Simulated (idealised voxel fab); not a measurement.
Process module name: voxel capacitor over wiring
The width of the displayed cross-section, cut, is 155 nm; its cells are square, with a size of 5 nm.
For the purposes of this document, a cross-section shall be understood as a grid of square cells, specified as bands listed in top-to-bottom order, each band consisting of one or more rows of cells.
Read a band's entry like this: the first values are the height of its top and the height of its bottom in nm, and what follows is the sequence of materials from left to right, each with its width in nm. Note that "blank" is empty space, and that a single material marked "all across" reaches across the band from edge to edge.
Heights are expressed relative to 0, this being the level below which the as-received wafer comprises one material exclusively. The lowest band is unbounded in the downward direction and is denoted as in "0 nm and below".
With a width like "30->40", each row of cells in the band differs from the next by the same amount, the top row carrying the first number and the bottom row the second.
No cell of the cross-section changed in a step that is given as "no alterations made".
You'll see "Closed empty spaces" listing empty spaces that have no way open to the top, as long as they're 8 cells or more; the notation is width x height at distance, where the distance is from the left edge, and all of it is in nm.
after a step's settings: what the simulator itself notes on the step
"overlay nm" denotes, for a step that has a mask, the displacement of the mask to the right of its planned place, with negative values corresponding to the left.
-- So here's the lineup of process steps we planned
step 1: RECEIVE with material Si
step 2: CONFORMAL_DEP with material SiO2, thk nm 15
step 3: CONFORMAL_DEP with material SiN, thk nm 5
step 4: DIRECTIONAL_DEP with material SiO2, thk nm 15
step 5: PATTERN with tone open, mask id METAL_1, material resist, width nm 30, pitch nm 85, thk nm 20, overlay nm 0
step 6: DIRECTIONAL_ETCH with etch materials SiO2, depth nm 15
step 7: DIRECTIONAL_ETCH with etch materials SiN, depth nm 5
step 8: STRIP with etch materials resist
step 9: CONFORMAL_DEP with material TiN, thk nm 5
step 10: FILL_DEP with material W, thk nm 10
step 11: CMP with height nm 35
step 12: CONFORMAL_DEP with material SiCN, thk nm 5
step 13: DIRECTIONAL_DEP with material SiO2, thk nm 10
step 14: DIRECTIONAL_DEP with material aC, thk nm 15
step 15: PATTERN with tone open, mask id PLUG_1, material resist, width nm 15, thk nm 30, overlay nm 0
step 16: DIRECTIONAL_ETCH with etch materials aC, depth nm 15
step 17: STRIP with etch materials resist
step 18: DIRECTIONAL_ETCH with etch materials SiO2, depth nm 10
step 19: DIRECTIONAL_ETCH with etch materials SiCN, depth nm 5
step 20: STRIP with etch materials aC
step 21: EPI with material Ru, thk nm 10
step 22: EPI with material Ru, thk nm 5
step 23: DIRECTIONAL_DEP with material TiN, thk nm 10
step 24: DIRECTIONAL_DEP with material Al2O3, thk nm 5
step 25: DIRECTIONAL_DEP with material TiN, thk nm 5
step 26: MASKED_ETCH with tone cover, mask id UPPER_PLATE, width nm 60, etch materials TiN, depth nm 5, overlay nm 0
step 27: MASKED_ETCH with tone cover, mask id UPPER_PLATE, width nm 60, etch materials Al2O3, depth nm 5, overlay nm 0
step 28: PATTERN with tone cover, mask id LOWER_PLATE, material resist, width nm 70, thk nm 20, overlay nm 0
step 29: DIRECTIONAL_ETCH with etch materials TiN, depth nm 10
step 30: STRIP with etch materials resist
step 31: FILL_DEP with material SiO2, thk nm 20
step 32: CMP with height nm 85
step 33: PATTERN with tone open, mask id PLUG_2, material resist, width nm 15, thk nm 15, overlay nm -15
step 34: DIRECTIONAL_ETCH with etch materials SiO2, depth nm 15
step 35: STRIP with etch materials resist
step 36: CONFORMAL_DEP with material TiN, thk nm 5
step 37: FILL_DEP with material Ru, thk nm 5
step 38: CMP with height nm 85
step 39: CONFORMAL_DEP with material SiCN, thk nm 5
Split variable: overlay nm, step 33. Plan value = first wafer. Wafers start alike.
-- As received, i.e. after step 1: cross-section through the first of several wafers
0 nm and below  Si all across
Closed empty spaces: none
-- Gained (+) or lost (-) cells of each material since receipt, then closed voids: one row per wafer, at the end of the module
overlay nm -15, +12 Al2O3, +11 Ru, +59 SiCN, +19 SiN, +362 SiO2, +71 TiN, +24 W, Closed empty spaces: none
overlay nm -10, +12 Al2O3, +11 Ru, +59 SiCN, +19 SiN, +362 SiO2, +71 TiN, +24 W, Closed empty spaces: none
overlay nm -5, +12 Al2O3, +11 Ru, +59 SiCN, +19 SiN, +362 SiO2, +71 TiN, +24 W, Closed empty spaces: none
overlay nm 0, +12 Al2O3, +11 Ru, +59 SiCN, +19 SiN, +362 SiO2, +71 TiN, +24 W, Closed empty spaces: none
overlay nm 5, +12 Al2O3, +11 Ru, +59 SiCN, +19 SiN, +362 SiO2, +71 TiN, +24 W, Closed empty spaces: none
overlay nm 10, +12 Al2O3, +11 Ru, +59 SiCN, +19 SiN, +362 SiO2, +71 TiN, +24 W, Closed empty spaces: none
overlay nm 15, +12 Al2O3, +11 Ru, +59 SiCN, +19 SiN, +362 SiO2, +71 TiN, +24 W, Closed empty spaces: none
